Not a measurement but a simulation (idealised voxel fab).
Process module heading - voxel transistor to metal
It is cross-section cut that appears here, measuring 200 nm in width, its square cells being 5 nm in size.
A cross-section is a grid of square cells, given in bands from the top down. A band is one or more rows of cells.
Band: top height; bottom height; in nm. Then, left to right: material with width in nm, for each material. "throughout": a single material spanning edge to edge. "blank": empty space.
Heights from 0 (as-received wafer is one material below). Bottom band endless downward, as "z 0 and below".
Think of "30->40" as a width that walks from the first number to the second as you go down the band, top row to bottom row, taking equal-sized steps from row to row.
Where a step carries "no alteration", the cross-section came out of it unchanged, cell for cell.
Entry "Sealed voids" = empty spaces >= 8 cells with no open way to the top; each as width x height at distance, distance from left edge, all nm.
What comes after the settings on a step's line is commentary from the simulator itself on that step.
overlay nm: mask offset rightward from planned place, masked step; negative means leftward offset.
## Process steps - plan
1) RECEIVE,material Si
2) OXIDIZE,depth nm 5
3) CONFORMAL_DEP,material SiN,thk nm 10
4) MASKED_ETCH,tone cover,mask id ACTIVE,width nm 110,etch materials SiN,depth nm 10,overlay nm 0
5) MASKED_ETCH,tone cover,mask id ACTIVE,width nm 110,etch materials SiO2,depth nm 5,overlay nm 0
6) MASKED_ETCH,tone cover,mask id ACTIVE,width nm 110,etch materials Si,depth nm 35,overlay nm 0
7) OXIDIZE,depth nm 5
8) FILL_DEP,material SiO2,thk nm 5
9) CMP,height nm 10
10) SELECTIVE_ETCH,etch materials SiO2,depth nm 10
11) STRIP,etch materials SiN
12) SELECTIVE_ETCH,etch materials SiO2,depth nm 5
13) OXIDIZE,depth nm 5
14) DIRECTIONAL_DEP,material polySi,thk nm 25
15) DIRECTIONAL_DEP,material SiCN,thk nm 15
16) DIRECTIONAL_DEP,material aC,thk nm 15
17) PATTERN,tone cover,mask id GATE,material resist,width nm 20,thk nm 30,overlay nm 0
18) DIRECTIONAL_ETCH,etch materials aC,depth nm 15
19) STRIP,etch materials resist
20) DIRECTIONAL_ETCH,etch materials SiCN,depth nm 25
21) DIRECTIONAL_ETCH,etch materials polySi,depth nm 35
22) STRIP,etch materials aC
23) CONFORMAL_DEP,material SiO2,thk nm 5
24) DIRECTIONAL_ETCH,etch materials SiO2,depth nm 5
25) CONFORMAL_DEP,material SiN,thk nm 5
26) DIRECTIONAL_ETCH,etch materials SiN,depth nm 5
27) DIRECTIONAL_ETCH,etch materials SiO2,depth nm 5
28) DIRECTIONAL_ETCH,etch materials Si,depth nm 10
29) EPI,material nSi,thk nm 10
30) FILL_DEP,material SiO2,thk nm 10
31) CMP,height nm 35
32) DIRECTIONAL_DEP,material SiO2,thk nm 15
33) DIRECTIONAL_DEP,material aC,thk nm 10
34) PATTERN,tone open,mask id CONTACT,material resist,width nm 20,pitch nm 80,thk nm 25,overlay nm 0
35) DIRECTIONAL_ETCH,etch materials aC,depth nm 10
36) STRIP,etch materials resist
37) DIRECTIONAL_ETCH,etch materials SiO2,depth nm 60
38) STRIP,etch materials aC
39) CONFORMAL_DEP,material TiN,thk nm 5
40) FILL_DEP,material W,thk nm 10
41) CMP,height nm 50
42) CONFORMAL_DEP,material SiN,thk nm 5
43) DIRECTIONAL_DEP,material lowk,thk nm 25
44) MASKED_ETCH,tone open,mask id METAL_1,width nm 20,pitch nm 80,etch materials lowk,depth nm 25,overlay nm 0
45) MASKED_ETCH,tone open,mask id METAL_1,width nm 20,pitch nm 80,etch materials SiN,depth nm 5,overlay nm 0
46) CONFORMAL_DEP,material TiN,thk nm 5
47) FILL_DEP,material W,thk nm 10
48) CMP,height nm 80
49) EPI,material Ru,thk nm 5
50) FILL_DEP,material SiCN,thk nm 5
## First of two wafers, processed according to plan
## Cross-section of the incoming wafer, state after step 1
* z 0 and below = Si throughout
* Sealed voids: none
## Presented here is a cross-section of the wafer after step 2 has been performed
* z 0 to -5 = SiO2 throughout
* At heights below -5, the structure remains unaltered.
## Presented here is a cross-section of the wafer after step 3 has been performed
* z 10 to 0 = SiN throughout
* At heights below 0, the structure remains unaltered.
## Presented here is a cross-section of the wafer after step 4 has been performed
* z 10 to 0 = 45 blank / 110 SiN / 45 blank
* At heights below 0, the structure remains unaltered.
## Presented here is a cross-section of the wafer after step 5 has been performed
* z 10 to 0 = 45 blank / 110 SiN / 45 blank
* z 0 to -5 = 45 blank / 110 SiO2 / 45 blank
* At heights below -5, the structure remains unaltered.
## Presented here is a cross-section of the wafer after step 6 has been performed
* z 10 to 0 = 45 blank / 110 SiN / 45 blank
* z 0 to -5 = 45 blank / 110 SiO2 / 45 blank
* z -5 to -40 = 45 blank / 110 Si / 45 blank
* At heights below -40, the structure remains unaltered.
## Presented here is a cross-section of the wafer after step 7 has been performed
* z 10 to 0 = 45 blank / 110 SiN / 45 blank
* z 0 to -5 = 45 blank / 110 SiO2 / 45 blank
* z -5 to -40 = 45 blank / 5 SiO2 / 100 Si / 5 SiO2 / 45 blank
* z -40 to -45 = 50 SiO2 / 100 Si / 50 SiO2
* At heights below -45, the structure remains unaltered.
## Presented here is a cross-section of the wafer after step 8 has been performed
* z 15 to 10 = SiO2 throughout
* z 10 to 0 = 45 SiO2 / 110 SiN / 45 SiO2
* z 0 to -5 = SiO2 throughout
* z -5 to -45 = 50 SiO2 / 100 Si / 50 SiO2
* At heights below -45, the structure remains unaltered.
## Presented here is a cross-section of the wafer after step 9 has been performed
* z 10 to 0 = 45 SiO2 / 110 SiN / 45 SiO2
* At heights below 0, the structure remains unaltered.
## Presented here is a cross-section of the wafer after step 10 has been performed
* z 10 to 0 = 45 blank / 110 SiN / 45 blank
* At heights below 0, the structure remains unaltered.
## Presented here is a cross-section of the wafer after step 11 has been performed
* z 0 to -5 = SiO2 throughout
* At heights below -5, the structure remains unaltered.
## Presented here is a cross-section of the wafer after step 12 has been performed
* z -5 to -45 = 50 SiO2 / 100 Si / 50 SiO2
* At heights below -45, the structure remains unaltered.
## Presented here is a cross-section of the wafer after step 13 has been performed
* z -5 to -10 = SiO2 throughout
* At heights below -10, the structure remains unaltered.
## Presented here is a cross-section of the wafer after step 14 has been performed
* z 20 to -5 = polySi throughout
* At heights below -5, the structure remains unaltered.
## Presented here is a cross-section of the wafer after step 15 has been performed
* z 35 to 20 = SiCN throughout
* At heights below 20, the structure remains unaltered.
## Presented here is a cross-section of the wafer after step 16 has been performed
* z 50 to 35 = aC throughout
* At heights below 35, the structure remains unaltered.
## Presented here is a cross-section of the wafer after step 17 has been performed
* z 80 to 50 = 90 blank / 20 resist / 90 blank
* At heights below 50, the structure remains unaltered.
## Presented here is a cross-section of the wafer after step 18 has been performed
* z 65 to 50 = 90 blank / 20 resist / 90 blank
* z 50 to 35 = 90 blank / 20 aC / 90 blank
* At heights below 35, the structure remains unaltered.
## Presented here is a cross-section of the wafer after step 19 has been performed
* z 50 to 35 = 90 blank / 20 aC / 90 blank
* At heights below 35, the structure remains unaltered.
## Presented here is a cross-section of the wafer after step 20 has been performed
* z 50 to 35 = 90 blank / 20 aC / 90 blank
* z 35 to 20 = 90 blank / 20 SiCN / 90 blank
* At heights below 20, the structure remains unaltered.
## Presented here is a cross-section of the wafer after step 21 has been performed
* z 50 to 35 = 90 blank / 20 aC / 90 blank
* z 35 to 20 = 90 blank / 20 SiCN / 90 blank
* z 20 to -5 = 90 blank / 20 polySi / 90 blank
* At heights below -5, the structure remains unaltered.
## Presented here is a cross-section of the wafer after step 22 has been performed
* z 35 to 20 = 90 blank / 20 SiCN / 90 blank
* At heights below 20, the structure remains unaltered.
## Presented here is a cross-section of the wafer after step 23 has been performed
* z 40 to 35 = 85 blank / 30 SiO2 / 85 blank
* z 35 to 20 = 85 blank / 5 SiO2 / 20 SiCN / 5 SiO2 / 85 blank
* z 20 to 0 = 85 blank / 5 SiO2 / 20 polySi / 5 SiO2 / 85 blank
* z 0 to -5 = 90 SiO2 / 20 polySi / 90 SiO2
* At heights below -5, the structure remains unaltered.
## Presented here is a cross-section of the wafer after step 24 has been performed
* z 35 to 20 = 85 blank / 5 SiO2 / 20 SiCN / 5 SiO2 / 85 blank
* z 20 to -5 = 85 blank / 5 SiO2 / 20 polySi / 5 SiO2 / 85 blank
* At heights below -5, the structure remains unaltered.
## Presented here is a cross-section of the wafer after step 25 has been performed
* z 40 to 35 = 80 blank / 40 SiN / 80 blank
* z 35 to 20 = 80 blank / 5 SiN / 5 SiO2 / 20 SiCN / 5 SiO2 / 5 SiN / 80 blank
* z 20 to 0 = 80 blank / 5 SiN / 5 SiO2 / 20 polySi / 5 SiO2 / 5 SiN / 80 blank
* z 0 to -5 = 85 SiN / 5 SiO2 / 20 polySi / 5 SiO2 / 85 SiN
* At heights below -5, the structure remains unaltered.
## Presented here is a cross-section of the wafer after step 26 has been performed
* z 35 to 20 = 80 blank / 5 SiN / 5 SiO2 / 20 SiCN / 5 SiO2 / 5 SiN / 80 blank
* z 20 to -5 = 80 blank / 5 SiN / 5 SiO2 / 20 polySi / 5 SiO2 / 5 SiN / 80 blank
* At heights below -5, the structure remains unaltered.
## Presented here is a cross-section of the wafer after step 27 has been performed
* z 35 to 30 = 80 blank / 5 SiN / 5 blank / 20 SiCN / 5 blank / 5 SiN / 80 blank
* z 30 to 20 = 80 blank / 5 SiN / 5 SiO2 / 20 SiCN / 5 SiO2 / 5 SiN / 80 blank
* z 20 to -5 = 80 blank / 5 SiN / 5 SiO2 / 20 polySi / 5 SiO2 / 5 SiN / 80 blank
* z -5 to -10 = 80 blank / 40 SiO2 / 80 blank
* At heights below -10, the structure remains unaltered.
## Presented here is a cross-section of the wafer after step 28 has been performed
* z 35 to 30 = 80 blank / 5 SiN / 5 blank / 20 SiCN / 5 blank / 5 SiN / 80 blank
* z 30 to 20 = 80 blank / 5 SiN / 5 SiO2 / 20 SiCN / 5 SiO2 / 5 SiN / 80 blank
* z 20 to -5 = 80 blank / 5 SiN / 5 SiO2 / 20 polySi / 5 SiO2 / 5 SiN / 80 blank
* z -5 to -10 = 80 blank / 40 SiO2 / 80 blank
* z -10 to -20 = 50 SiO2 / 30 blank / 40 Si / 30 blank / 50 SiO2
* At heights below -20, the structure remains unaltered.
## Presented here is a cross-section of the wafer after step 29 has been performed
* z 35 to 30 = 80 blank / 5 SiN / 5 blank / 20 SiCN / 5 blank / 5 SiN / 80 blank
* z 30 to 20 = 80 blank / 5 SiN / 5 SiO2 / 20 SiCN / 5 SiO2 / 5 SiN / 80 blank
* z 20 to 0 = 80 blank / 5 SiN / 5 SiO2 / 20 polySi / 5 SiO2 / 5 SiN / 80 blank
* z 0 to -5 = 70 blank / 10 nSi / 5 SiN / 5 SiO2 / 20 polySi / 5 SiO2 / 5 SiN / 10 nSi / 70 blank
* z -5 to -10 = 70 blank / 10 nSi / 40 SiO2 / 10 nSi / 70 blank
* z -10 to -20 = 50 SiO2 / 30 nSi / 40 Si / 30 nSi / 50 SiO2
* At heights below -20, the structure remains unaltered.
## Presented here is a cross-section of the wafer after step 30 has been performed
* z 45 to 35 = SiO2 throughout
* z 35 to 20 = 80 SiO2 / 5 SiN / 5 SiO2 / 20 SiCN / 5 SiO2 / 5 SiN / 80 SiO2
* z 20 to 0 = 80 SiO2 / 5 SiN / 5 SiO2 / 20 polySi / 5 SiO2 / 5 SiN / 80 SiO2
* z 0 to -5 = 70 SiO2 / 10 nSi / 5 SiN / 5 SiO2 / 20 polySi / 5 SiO2 / 5 SiN / 10 nSi / 70 SiO2
* z -5 to -10 = 70 SiO2 / 10 nSi / 40 SiO2 / 10 nSi / 70 SiO2
* At heights below -10, the structure remains unaltered.
## Presented here is a cross-section of the wafer after step 31 has been performed
* z 35 to 20 = 80 SiO2 / 5 SiN / 5 SiO2 / 20 SiCN / 5 SiO2 / 5 SiN / 80 SiO2
* At heights below 20, the structure remains unaltered.
## Presented here is a cross-section of the wafer after step 32 has been performed
* z 50 to 35 = SiO2 throughout
* At heights below 35, the structure remains unaltered.
## Presented here is a cross-section of the wafer after step 33 has been performed
* z 60 to 50 = aC throughout
* At heights below 50, the structure remains unaltered.
## Presented here is a cross-section of the wafer after step 34 has been performed
* z 85 to 60 = 50 resist / 20 blank / 60 resist / 20 blank / 50 resist
* At heights below 60, the structure remains unaltered.
## Presented here is a cross-section of the wafer after step 35 has been performed
* z 75 to 60 = 50 resist / 20 blank / 60 resist / 20 blank / 50 resist
* z 60 to 50 = 50 aC / 20 blank / 60 aC / 20 blank / 50 aC
* At heights below 50, the structure remains unaltered.
## Presented here is a cross-section of the wafer after step 36 has been performed
* z 60 to 50 = 50 aC / 20 blank / 60 aC / 20 blank / 50 aC
* At heights below 50, the structure remains unaltered.
## Presented here is a cross-section of the wafer after step 37 has been performed
* z 60 to 50 = 50 aC / 20 blank / 60 aC / 20 blank / 50 aC
* z 50 to 35 = 50 SiO2 / 20 blank / 60 SiO2 / 20 blank / 50 SiO2
* z 35 to 20 = 50 SiO2 / 20 blank / 10 SiO2 / 5 SiN / 5 SiO2 / 20 SiCN / 5 SiO2 / 5 SiN / 10 SiO2 / 20 blank / 50 SiO2
* z 20 to 0 = 50 SiO2 / 20 blank / 10 SiO2 / 5 SiN / 5 SiO2 / 20 polySi / 5 SiO2 / 5 SiN / 10 SiO2 / 20 blank / 50 SiO2
* z 0 to -5 = 50 SiO2 / 20 blank / 10 nSi / 5 SiN / 5 SiO2 / 20 polySi / 5 SiO2 / 5 SiN / 10 nSi / 20 blank / 50 SiO2
* z -5 to -10 = 50 SiO2 / 20 blank / 10 nSi / 40 SiO2 / 10 nSi / 20 blank / 50 SiO2
* At heights below -10, the structure remains unaltered.
## Presented here is a cross-section of the wafer after step 38 has been performed
* z 50 to 35 = 50 SiO2 / 20 blank / 60 SiO2 / 20 blank / 50 SiO2
* At heights below 35, the structure remains unaltered.
## Presented here is a cross-section of the wafer after step 39 has been performed
* z 55 to 50 = 55 TiN / 10 blank / 70 TiN / 10 blank / 55 TiN
* z 50 to 35 = 50 SiO2 / 5 TiN / 10 blank / 5 TiN / 60 SiO2 / 5 TiN / 10 blank / 5 TiN / 50 SiO2
* z 35 to 20 = 50 SiO2 / 5 TiN / 10 blank / 5 TiN / 10 SiO2 / 5 SiN / 5 SiO2 / 20 SiCN / 5 SiO2 / 5 SiN / 10 SiO2 / 5 TiN / 10 blank / 5 TiN / 50 SiO2
* z 20 to 0 = 50 SiO2 / 5 TiN / 10 blank / 5 TiN / 10 SiO2 / 5 SiN / 5 SiO2 / 20 polySi / 5 SiO2 / 5 SiN / 10 SiO2 / 5 TiN / 10 blank / 5 TiN / 50 SiO2
* z 0 to -5 = 50 SiO2 / 5 TiN / 10 blank / 5 TiN / 10 nSi / 5 SiN / 5 SiO2 / 20 polySi / 5 SiO2 / 5 SiN / 10 nSi / 5 TiN / 10 blank / 5 TiN / 50 SiO2
* z -5 to -10 = 50 SiO2 / 20 TiN / 10 nSi / 40 SiO2 / 10 nSi / 20 TiN / 50 SiO2
* At heights below -10, the structure remains unaltered.
## Presented here is a cross-section of the wafer after step 40 has been performed
* z 65 to 55 = W throughout
* z 55 to 50 = 55 TiN / 10 W / 70 TiN / 10 W / 55 TiN
* z 50 to 35 = 50 SiO2 / 5 TiN / 10 W / 5 TiN / 60 SiO2 / 5 TiN / 10 W / 5 TiN / 50 SiO2
* z 35 to 20 = 50 SiO2 / 5 TiN / 10 W / 5 TiN / 10 SiO2 / 5 SiN / 5 SiO2 / 20 SiCN / 5 SiO2 / 5 SiN / 10 SiO2 / 5 TiN / 10 W / 5 TiN / 50 SiO2
* z 20 to 0 = 50 SiO2 / 5 TiN / 10 W / 5 TiN / 10 SiO2 / 5 SiN / 5 SiO2 / 20 polySi / 5 SiO2 / 5 SiN / 10 SiO2 / 5 TiN / 10 W / 5 TiN / 50 SiO2
* z 0 to -5 = 50 SiO2 / 5 TiN / 10 W / 5 TiN / 10 nSi / 5 SiN / 5 SiO2 / 20 polySi / 5 SiO2 / 5 SiN / 10 nSi / 5 TiN / 10 W / 5 TiN / 50 SiO2
* At heights below -5, the structure remains unaltered.
## Presented here is a cross-section of the wafer after step 41 has been performed
* z 50 to 35 = 50 SiO2 / 5 TiN / 10 W / 5 TiN / 60 SiO2 / 5 TiN / 10 W / 5 TiN / 50 SiO2
* At heights below 35, the structure remains unaltered.
## Presented here is a cross-section of the wafer after step 42 has been performed
* z 55 to 50 = SiN throughout
* At heights below 50, the structure remains unaltered.
## Presented here is a cross-section of the wafer after step 43 has been performed
* z 80 to 55 = lowk throughout
* At heights below 55, the structure remains unaltered.
## Presented here is a cross-section of the wafer after step 44 has been performed
* z 80 to 55 = 50 lowk / 20 blank / 60 lowk / 20 blank / 50 lowk
* At heights below 55, the structure remains unaltered.
## Presented here is a cross-section of the wafer after step 45 has been performed
* z 80 to 55 = 50 lowk / 20 blank / 60 lowk / 20 blank / 50 lowk
* z 55 to 50 = 50 SiN / 20 blank / 60 SiN / 20 blank / 50 SiN
* At heights below 50, the structure remains unaltered.
## Presented here is a cross-section of the wafer after step 46 has been performed
* z 85 to 80 = 55 TiN / 10 blank / 70 TiN / 10 blank / 55 TiN
* z 80 to 55 = 50 lowk / 5 TiN / 10 blank / 5 TiN / 60 lowk / 5 TiN / 10 blank / 5 TiN / 50 lowk
* z 55 to 50 = 50 SiN / 20 TiN / 60 SiN / 20 TiN / 50 SiN
* At heights below 50, the structure remains unaltered.
## Presented here is a cross-section of the wafer after step 47 has been performed
* z 95 to 85 = W throughout
* z 85 to 80 = 55 TiN / 10 W / 70 TiN / 10 W / 55 TiN
* z 80 to 55 = 50 lowk / 5 TiN / 10 W / 5 TiN / 60 lowk / 5 TiN / 10 W / 5 TiN / 50 lowk
* At heights below 55, the structure remains unaltered.
## Presented here is a cross-section of the wafer after step 48 has been performed
* z 80 to 55 = 50 lowk / 5 TiN / 10 W / 5 TiN / 60 lowk / 5 TiN / 10 W / 5 TiN / 50 lowk
* At heights below 55, the structure remains unaltered.
## Presented here is a cross-section of the wafer after step 49 has been performed
* z 85 to 80 = 45 blank / 30 Ru / 50 blank / 30 Ru / 45 blank
* At heights below 80, the structure remains unaltered.
## Presented here is a cross-section of the wafer after step 50 has been performed
* z 90 to 85 = SiCN throughout
* z 85 to 80 = 45 SiCN / 30 Ru / 50 SiCN / 30 Ru / 45 SiCN
* At heights below 80, the structure remains unaltered.
## Second wafer - shared start and plan with the first - one error in running - same as the first up to step 31 inclusive
## Look at the second wafer in cross-section at the time step 32 ought to have finished
* z 65 to 35 = SiO2 throughout
* At heights below 35, the structure remains unaltered.
## Look at the second wafer in cross-section at the time step 33 ought to have finished
* z 75 to 65 = aC throughout
* At heights below 65, the structure remains unaltered.
## Look at the second wafer in cross-section at the time step 34 ought to have finished
* z 100 to 75 = 50 resist / 20 blank / 60 resist / 20 blank / 50 resist
* At heights below 75, the structure remains unaltered.
## Look at the second wafer in cross-section at the time step 35 ought to have finished
* z 90 to 75 = 50 resist / 20 blank / 60 resist / 20 blank / 50 resist
* z 75 to 65 = 50 aC / 20 blank / 60 aC / 20 blank / 50 aC
* At heights below 65, the structure remains unaltered.
## Look at the second wafer in cross-section at the time step 36 ought to have finished
* z 75 to 65 = 50 aC / 20 blank / 60 aC / 20 blank / 50 aC
* At heights below 65, the structure remains unaltered.
## Look at the second wafer in cross-section at the time step 37 ought to have finished
* z 75 to 65 = 50 aC / 20 blank / 60 aC / 20 blank / 50 aC
* z 65 to 35 = 50 SiO2 / 20 blank / 60 SiO2 / 20 blank / 50 SiO2
* z 35 to 20 = 50 SiO2 / 20 blank / 10 SiO2 / 5 SiN / 5 SiO2 / 20 SiCN / 5 SiO2 / 5 SiN / 10 SiO2 / 20 blank / 50 SiO2
* z 20 to 5 = 50 SiO2 / 20 blank / 10 SiO2 / 5 SiN / 5 SiO2 / 20 polySi / 5 SiO2 / 5 SiN / 10 SiO2 / 20 blank / 50 SiO2
* At heights below 5, the structure remains unaltered.
## Look at the second wafer in cross-section at the time step 38 ought to have finished
* z 65 to 35 = 50 SiO2 / 20 blank / 60 SiO2 / 20 blank / 50 SiO2
* At heights below 35, the structure remains unaltered.
## Look at the second wafer in cross-section at the time step 39 ought to have finished
* z 70 to 65 = 55 TiN / 10 blank / 70 TiN / 10 blank / 55 TiN
* z 65 to 35 = 50 SiO2 / 5 TiN / 10 blank / 5 TiN / 60 SiO2 / 5 TiN / 10 blank / 5 TiN / 50 SiO2
* z 35 to 20 = 50 SiO2 / 5 TiN / 10 blank / 5 TiN / 10 SiO2 / 5 SiN / 5 SiO2 / 20 SiCN / 5 SiO2 / 5 SiN / 10 SiO2 / 5 TiN / 10 blank / 5 TiN / 50 SiO2
* z 20 to 10 = 50 SiO2 / 5 TiN / 10 blank / 5 TiN / 10 SiO2 / 5 SiN / 5 SiO2 / 20 polySi / 5 SiO2 / 5 SiN / 10 SiO2 / 5 TiN / 10 blank / 5 TiN / 50 SiO2
* z 10 to 5 = 50 SiO2 / 20 TiN / 10 SiO2 / 5 SiN / 5 SiO2 / 20 polySi / 5 SiO2 / 5 SiN / 10 SiO2 / 20 TiN / 50 SiO2
* At heights below 5, the structure remains unaltered.
## Look at the second wafer in cross-section at the time step 40 ought to have finished
* z 80 to 70 = W throughout
* z 70 to 65 = 55 TiN / 10 W / 70 TiN / 10 W / 55 TiN
* z 65 to 35 = 50 SiO2 / 5 TiN / 10 W / 5 TiN / 60 SiO2 / 5 TiN / 10 W / 5 TiN / 50 SiO2
* z 35 to 20 = 50 SiO2 / 5 TiN / 10 W / 5 TiN / 10 SiO2 / 5 SiN / 5 SiO2 / 20 SiCN / 5 SiO2 / 5 SiN / 10 SiO2 / 5 TiN / 10 W / 5 TiN / 50 SiO2
* z 20 to 10 = 50 SiO2 / 5 TiN / 10 W / 5 TiN / 10 SiO2 / 5 SiN / 5 SiO2 / 20 polySi / 5 SiO2 / 5 SiN / 10 SiO2 / 5 TiN / 10 W / 5 TiN / 50 SiO2
* At heights below 10, the structure remains unaltered.
## Look at the second wafer in cross-section at the time step 41 ought to have finished
* z 50 to 35 = 50 SiO2 / 5 TiN / 10 W / 5 TiN / 60 SiO2 / 5 TiN / 10 W / 5 TiN / 50 SiO2
* At heights below 35, the structure remains unaltered.
## Look at the second wafer in cross-section at the time step 42 ought to have finished
* z 55 to 50 = SiN throughout
* At heights below 50, the structure remains unaltered.
## Look at the second wafer in cross-section at the time step 43 ought to have finished
* z 80 to 55 = lowk throughout
* At heights below 55, the structure remains unaltered.
## Look at the second wafer in cross-section at the time step 44 ought to have finished
* z 80 to 55 = 50 lowk / 20 blank / 60 lowk / 20 blank / 50 lowk
* At heights below 55, the structure remains unaltered.
## Look at the second wafer in cross-section at the time step 45 ought to have finished
* z 80 to 55 = 50 lowk / 20 blank / 60 lowk / 20 blank / 50 lowk
* z 55 to 50 = 50 SiN / 20 blank / 60 SiN / 20 blank / 50 SiN
* At heights below 50, the structure remains unaltered.
## Look at the second wafer in cross-section at the time step 46 ought to have finished
* z 85 to 80 = 55 TiN / 10 blank / 70 TiN / 10 blank / 55 TiN
* z 80 to 55 = 50 lowk / 5 TiN / 10 blank / 5 TiN / 60 lowk / 5 TiN / 10 blank / 5 TiN / 50 lowk
* z 55 to 50 = 50 SiN / 20 TiN / 60 SiN / 20 TiN / 50 SiN
* At heights below 50, the structure remains unaltered.
## Look at the second wafer in cross-section at the time step 47 ought to have finished
* z 95 to 85 = W throughout
* z 85 to 80 = 55 TiN / 10 W / 70 TiN / 10 W / 55 TiN
* z 80 to 55 = 50 lowk / 5 TiN / 10 W / 5 TiN / 60 lowk / 5 TiN / 10 W / 5 TiN / 50 lowk
* At heights below 55, the structure remains unaltered.
## Look at the second wafer in cross-section at the time step 48 ought to have finished
* z 80 to 55 = 50 lowk / 5 TiN / 10 W / 5 TiN / 60 lowk / 5 TiN / 10 W / 5 TiN / 50 lowk
* At heights below 55, the structure remains unaltered.
## Look at the second wafer in cross-section at the time step 49 ought to have finished
* z 85 to 80 = 45 blank / 30 Ru / 50 blank / 30 Ru / 45 blank
* At heights below 80, the structure remains unaltered.
## Look at the second wafer in cross-section at the time step 50 ought to have finished
* z 90 to 85 = SiCN throughout
* z 85 to 80 = 45 SiCN / 30 Ru / 50 SiCN / 30 Ru / 45 SiCN
* At heights below 80, the structure remains unaltered.
Processing error: step 32 from the plan got run twice
Heads up, by the end the second wafer has more or fewer cells of some materials compared to the first: 24 more of SiO2; 12 fewer of TiN; 12 fewer of W
